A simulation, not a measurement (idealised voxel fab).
You're looking at the process module voxel released beams.
The cross-section on display is named cut; it measures 255 nm wide, and its cells are 5 nm squares.
This document writes a cross-section as a grid whose cells are square, and gives it as bands, listed from the top down; one or more rows of cells form a band.
For a band, the entry starts with two heights in nm, that of the top and then that of the bottom, and carries on with the band's materials in order from left to right, each alongside its width in nm; the word "all across" beside a single material means it fills the band edge to edge, and "air" means empty space.
Below 0: as-received wafer, all one material; heights counted from there. Lowest band: no bottom, goes on down, written "0 down".
Top row gets the first number, bottom row gets the second, and each row in between changes by the same step: that is how a band width like "30..40" works.
What does "no alterations made" mean for a step? It means no cell of the cross-section changed in that step.
Entry "Closed void table" = empty spaces >= 8 cells with no open way to the top; each as width x height at distance, distance from left edge, all nm.
Note: text after step settings on the step line = simulator remark on that step.
overlay nm: right-of-plan distance of the mask on a masked step; negative values mean left-of-plan.

**Listed below are the process steps as planned**
1: RECEIVE: material Si
2: CONFORMAL_DEP: material SiN, thk nm 5
3: DIRECTIONAL_DEP: material SiO2, thk nm 20
4: MASKED_ETCH: tone open, mask id ANCHOR, width nm 35, etch materials SiO2, depth nm 20, overlay nm 0
5: CONFORMAL_DEP: material W, thk nm 10
6: DIRECTIONAL_DEP: material aC, thk nm 15
7: PATTERN: tone cover, mask id BEAM, material resist, width nm 85, thk nm 30, overlay nm 0
8: DIRECTIONAL_ETCH: etch materials aC, depth nm 15
9: STRIP: etch materials resist
10: DIRECTIONAL_ETCH: etch materials W, depth nm 10
11: STRIP: etch materials aC
12: STRIP: etch materials SiO2

**First of two wafers: run as planned**

**Incoming wafer, cross-sectional view, post step 1**
  0 down = Si all across
  Closed void table: none

**So this is the wafer cross-section right after step 2**
  5 to 0 = SiN all across
  For the remainder of the cross-section, below 0, there is no change.

**So this is the wafer cross-section right after step 3**
  25 to 5 = SiO2 all across
  For the remainder of the cross-section, below 5, there is no change.

**So this is the wafer cross-section right after step 4**
  25 to 5 = SiO2 (85); air (35); SiO2 (135)
  For the remainder of the cross-section, below 5, there is no change.

**So this is the wafer cross-section right after step 5**
  35 to 25 = W (95); air (15); W (145)
  25 to 15 = SiO2 (85); W (10); air (15); W (10); SiO2 (135)
  15 to 5 = SiO2 (85); W (35); SiO2 (135)
  For the remainder of the cross-section, below 5, there is no change.

**So this is the wafer cross-section right after step 6**
  50 to 35 = aC (95); air (15); aC (145)
  35 to 30 = W (95); air (15); W (145)
  30 to 25 = W (95); aC (15); W (145)
  25 to 15 = SiO2 (85); W (10); aC (15); W (10); SiO2 (135)
  For the remainder of the cross-section, below 15, there is no change.

**So this is the wafer cross-section right after step 7**
  80 to 50 = air (80); resist (85); air (90)
  50 to 35 = aC (95); resist (15); aC (145)
  35 to 30 = W (95); resist (15); W (145)
  For the remainder of the cross-section, below 30, there is no change.

**So this is the wafer cross-section right after step 8**
  65 to 50 = air (80); resist (85); air (90)
  50 to 35 = air (80); aC (15); resist (15); aC (55); air (90)
  For the remainder of the cross-section, below 35, there is no change.

**So this is the wafer cross-section right after step 9**
  50 to 35 = air (80); aC (15); air (15); aC (55); air (90)
  35 to 30 = W (95); air (15); W (145)
  For the remainder of the cross-section, below 30, there is no change.

**So this is the wafer cross-section right after step 10**
  50 to 35 = air (80); aC (15); air (15); aC (55); air (90)
  35 to 30 = air (80); W (15); air (15); W (55); air (90)
  30 to 25 = air (80); W (15); aC (15); W (55); air (90)
  For the remainder of the cross-section, below 25, there is no change.

**So this is the wafer cross-section right after step 11**
  35 to 25 = air (80); W (15); air (15); W (55); air (90)
  25 to 15 = SiO2 (85); W (10); air (15); W (10); SiO2 (135)
  For the remainder of the cross-section, below 15, there is no change.

**So this is the wafer cross-section right after step 12**
  35 to 25 = air (80); W (15); air (15); W (55); air (90)
  25 to 15 = air (85); W (10); air (15); W (10); air (135)
  15 to 5 = air (85); W (35); air (135)
  For the remainder of the cross-section, below 5, there is no change.

**Wafer two of the pair: same origin, same plan, one error during the run; identical to wafer one up to and including step 4**

**Here is the second wafer in cross-section at the point where step 5 of the plan should have been done**
  35 to 25 = SiN (95); air (15); SiN (145)
  25 to 15 = SiO2 (85); SiN (10); air (15); SiN (10); SiO2 (135)
  15 to 5 = SiO2 (85); SiN (35); SiO2 (135)
  For the remainder of the cross-section, below 5, there is no change.

**Here is the second wafer in cross-section at the point where step 6 of the plan should have been done**
  50 to 35 = aC (95); air (15); aC (145)
  35 to 30 = SiN (95); air (15); SiN (145)
  30 to 25 = SiN (95); aC (15); SiN (145)
  25 to 15 = SiO2 (85); SiN (10); aC (15); SiN (10); SiO2 (135)
  For the remainder of the cross-section, below 15, there is no change.

**Here is the second wafer in cross-section at the point where step 7 of the plan should have been done**
  80 to 50 = air (80); resist (85); air (90)
  50 to 35 = aC (95); resist (15); aC (145)
  35 to 30 = SiN (95); resist (15); SiN (145)
  For the remainder of the cross-section, below 30, there is no change.

**Here is the second wafer in cross-section at the point where step 8 of the plan should have been done**
  65 to 50 = air (80); resist (85); air (90)
  50 to 35 = air (80); aC (15); resist (15); aC (55); air (90)
  For the remainder of the cross-section, below 35, there is no change.

**Here is the second wafer in cross-section at the point where step 9 of the plan should have been done**
  50 to 35 = air (80); aC (15); air (15); aC (55); air (90)
  35 to 30 = SiN (95); air (15); SiN (145)
  For the remainder of the cross-section, below 30, there is no change.

Here is the second wafer in cross-section at the point where step 10 of the plan should have been done: no alterations made

**Here is the second wafer in cross-section at the point where step 11 of the plan should have been done**
  35 to 25 = SiN (95); air (15); SiN (145)
  25 to 15 = SiO2 (85); SiN (10); air (15); SiN (10); SiO2 (135)
  For the remainder of the cross-section, below 15, there is no change.

Here is the second wafer in cross-section at the point where step 12 of the plan should have been done: no alterations made
It is concluded that the wafer was processed incorrectly with respect to the plan, in that step 5, actual vs plan mismatch, actual run CONFORMAL_DEP: material SiN, thk nm 10
at the end the second wafer has, in cells: +118 SiN; +176 SiO2; -50 W
